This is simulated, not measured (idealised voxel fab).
process module | voxel released beams
Shown is cross-section cut, with a width of 230 nm and square cells of size 5 nm.
A cross-section is a grid of square cells, given in bands from the top down. A band is one or more rows of cells.
Band: top height; bottom height; in nm. Then, left to right: material with width in nm, for each material. "everywhere": a single material spanning edge to edge. "empty": empty space.
Counting heights begins at 0, where everything beneath is, in the wafer as received, one material. The lowest band has no bottom; it goes on downwards, as "z 0 and below" shows.
Graded width ("30->40"): value in top row of band = first number; value in bottom row = second number; row-to-row change constant.
Basically "no modifications" means that step didn't change any cell in the cross-section.
"Sealed void listing" contains a list of empty spaces, each no smaller than 8 cells and without an open way to the top, written in the form width x height at distance with the distance from the left edge and all three in nm.
Post-settings text on a step line: simulator's own remark regarding the step.
overlay nm: mask right of planned place by this much (step with mask). Neg. = left.
### plan
step 1: RECEIVE,material Si
step 2: CONFORMAL_DEP,material SiN,thk nm 5
step 3: DIRECTIONAL_DEP,material SiO2,thk nm 20
step 4: DIRECTIONAL_DEP,material aC,thk nm 10
step 5: PATTERN,tone open,mask id ANCHOR,material resist,width nm 25,thk nm 30,overlay nm 0
step 6: DIRECTIONAL_ETCH,etch materials aC,depth nm 10
step 7: STRIP,etch materials resist
step 8: DIRECTIONAL_ETCH,etch materials SiO2,depth nm 10
step 9: STRIP,etch materials aC
step 10: CONFORMAL_DEP,material polySi,thk nm 10
step 11: DIRECTIONAL_DEP,material aC,thk nm 15
step 12: PATTERN,tone cover,mask id BEAM,material resist,width nm 110,thk nm 30,overlay nm 0
step 13: DIRECTIONAL_ETCH,etch materials aC,depth nm 15
step 14: STRIP,etch materials resist
step 15: DIRECTIONAL_ETCH,etch materials polySi,depth nm 10
step 16: STRIP,etch materials aC
step 17: STRIP,etch materials SiO2
Across this set of wafers, the varied parameter is the depth nm of step 8. Starting conditions are identical for every wafer, and the plan reports the value assigned to the first wafer.
### Incoming state of the first of several wafers in cross-section: after step 1
	z 0 and below = Si everywhere
	Sealed void listing: none
### Depicted here is the first of several wafers in cross-section, at module completion following the last step, step 17
	z 5 to 0 = SiN everywhere
	z 0 and below = Si everywhere
	Sealed void listing: none
### Cross-sectional view, end of module, last wafer of several
	z 35 to 25 = empty 55, polySi 15, empty 5, polySi 90, empty 65
	z 25 to 15 = empty 60, polySi 10, empty 5, polySi 10, empty 145
	z 15 to 5 = empty 60, polySi 25, empty 145
	z 5 to 0 = SiN everywhere
	z 0 and below = Si everywhere
	Sealed void listing: none
### What follows is a table in which each wafer occupies a row; for the wafer as it stands at the close of the module, the row states, material by material, how many cells have been gained (+) or lost (-) since receipt, and then gives its closed voids
depth nm 10; +46 SiN; Sealed void listing: none
depth nm 15; +46 SiN; Sealed void listing: none
depth nm 20; +46 SiN; +60 polySi; Sealed void listing: none
depth nm 25; +46 SiN; +60 polySi; Sealed void listing: none
depth nm 30; +46 SiN; +60 polySi; Sealed void listing: none
depth nm 35; +46 SiN; +60 polySi; Sealed void listing: none
